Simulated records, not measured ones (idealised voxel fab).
Proc. module: voxel gate over fins
195 nm wide, 5 nm square cells: that's cross-section cut.
Each cross-section below is a grid of square cells, stated as bands in top-down order, with one or more rows of cells making up each band.
Band: top and bottom heights (nm) first, top before bottom; then materials from left to right, widths in nm. "full width" marks a sole material filling the band edge to edge. "air" denotes empty space.
The level at which height equals 0 is the one under which the wafer, as it arrives, is entirely one material. No lower edge exists for the bottom band, which continues downward and is notated as in "0 and below".
The two numbers in a width such as "30->40" mark its ends across the band: the first belongs to the top row of cells, the second to the bottom row, and from each row to the next the width moves by the same amount.
"all unchanged" (step): cross-section cells unchanged, all of them.
Empty spaces counting at least 8 cells and having no open way to the top are listed in "Closed void table". The notation width x height at distance is used for each, the distance being from the left edge and all three values in nm.
What comes after the settings on a step's line is commentary from the simulator itself on that step.
"overlay nm" on a masked step: distance the mask lay right of its planned place, negative for left.
List of planned process steps:
1. RECEIVE: material Si
2. CONFORMAL_DEP: material SiN, thk nm 5
3. PATTERN: tone cover, mask id FINS, material resist, width nm 15, pitch nm 60, thk nm 15, overlay nm 0
4. DIRECTIONAL_ETCH: etch materials SiN, depth nm 5
5. DIRECTIONAL_ETCH: etch materials Si, depth nm 40
6. STRIP: etch materials resist
7. FILL_DEP: material SiO2, thk nm 15
8. CMP: height nm 5
9. PATTERN: tone open, mask id RAIL, material resist, width nm 15, thk nm 15, overlay nm 0
10. DIRECTIONAL_ETCH: etch materials SiO2, depth nm 40
11. STRIP: etch materials resist
12. CONFORMAL_DEP: material TiN, thk nm 5
13. FILL_DEP: material W, thk nm 5
14. CMP: height nm 5
15. SELECTIVE_ETCH: etch materials W Ru TiN, depth nm 25
16. FILL_DEP: material SiO2, thk nm 5
17. CMP: height nm 5
18. SELECTIVE_ETCH: etch materials SiO2, depth nm 20
19. STRIP: etch materials SiN
20. CONFORMAL_DEP: material HfO2, thk nm 5
21. CONFORMAL_DEP: material TiN, thk nm 5
22. CONFORMAL_DEP: material TiAl, thk nm 5
23. CONFORMAL_DEP: material TiN, thk nm 5
24. FILL_DEP: material W, thk nm 10
25. CMP: height nm 25
26. CONFORMAL_DEP: material SiCN, thk nm 5
Every wafer here starts from the same state; it is the step 20 thk nm that distinguishes them, and the value the plan gives belongs to the first wafer.
Cross-section of the first of several received wafers, showing its state after step 1:
    0 and below: Si full width
    Closed void table: none
The following table contains a row per wafer, in which are reported, at the conclusion of the module, the cells of each material gained (+) or lost (-) since the wafer's receipt, with its closed voids given thereafter:
thk nm 5, +57 HfO2, -240 Si, +39 SiCN, +141 SiO2, +57 TiAl, +121 TiN, +59 W, Closed void table: none
thk nm 10, +114 HfO2, -240 Si, +39 SiCN, +141 SiO2, +57 TiAl, +115 TiN, +8 W, Closed void table: none
thk nm 15, +171 HfO2, -240 Si, +39 SiCN, +141 SiO2, +51 TiAl, +70 TiN, +2 W, Closed void table: none
thk nm 20, +228 HfO2, -240 Si, +39 SiCN, +141 SiO2, +6 TiAl, +58 TiN, +2 W, Closed void table: none
